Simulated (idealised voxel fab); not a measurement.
process module | voxel gate over fins
cross-section cut | 235 nm wide | cells 5 nm
A cross-section is a grid of square cells, given in bands from the top down. A band is one or more rows of cells.
Each band's line starts with the height of the band's top and of its bottom, in nm. Then come its materials from left to right, each with its width in nm. One material with "throughout" fills the band from edge to edge. "air" is empty space.
Height 0 is the level under which the wafer as received is all one material. The lowest band goes on downwards, as in "0 down".
A width such as "30 to 40" changes by the same amount from each row of cells to the next, from the band's top row to its bottom row.
"no change" after a step means that no cell of the cross-section changed.
closed voids: empty space of 8 cells or more with no open way to the top, each as width x height at its distance from the left edge, in nm
after a step's settings: what the simulator itself notes on the step
overlay nm, on a step with a mask: how far to the right of its planned place the mask lay; to the left if negative
plan
1 op RECEIVE | material Si
2 op CONFORMAL_DEP | material SiN | thk nm 10
3 op DIRECTIONAL_DEP | material aC | thk nm 15
4 op PATTERN | tone cover | mask id FINS | material resist | width nm 15 | pitch nm 45 | thk nm 35 | overlay nm 0
5 op DIRECTIONAL_ETCH | etch materials aC | depth nm 15
6 op STRIP | etch materials resist
7 op DIRECTIONAL_ETCH | etch materials SiN | depth nm 10
8 op DIRECTIONAL_ETCH | etch materials Si | depth nm 40
9 op STRIP | etch materials aC
10 op OXIDIZE | depth nm 5
11 op FILL_DEP | material SiO2 | thk nm 5
12 op CMP | height nm 10
13 op SELECTIVE_ETCH | etch materials SiO2 | depth nm 20
14 op STRIP | etch materials SiN
15 op CONFORMAL_DEP | material HfO2 | thk nm 5
16 op CONFORMAL_DEP | material TiN | thk nm 5
17 op FILL_DEP | material W | thk nm 10
18 op CMP | height nm 15
19 op CONFORMAL_DEP | material SiN | thk nm 10
as received, after step 1
  0 down: Si throughout
  closed voids: none
a wafer at the end: this start, this plan, one mistake
  25 to 15: SiN throughout
  15 to 10: HfO2 90 | TiN 5 | HfO2 40 | TiN 5 | HfO2 95
  10 to 5: TiN 85 | HfO2 5 | TiN 5 | HfO2 5 | TiN 30 | HfO2 5 | TiN 5 | HfO2 5 | TiN 90
  5 to 0: TiN 85 | HfO2 15 | TiN 30 | HfO2 15 | TiN 90
  0 to -40: TiN 85 | SiO2 5 | Si 5 | SiO2 5 | TiN 30 | SiO2 5 | Si 5 | SiO2 5 | TiN 90
  -40 to -45: SiO2 90 | Si 5 | SiO2 40 | Si 5 | SiO2 95
  -45 down: Si throughout
  closed voids: none
what went wrong: step 11 ran as: op FILL_DEP | material TiN | thk nm 5
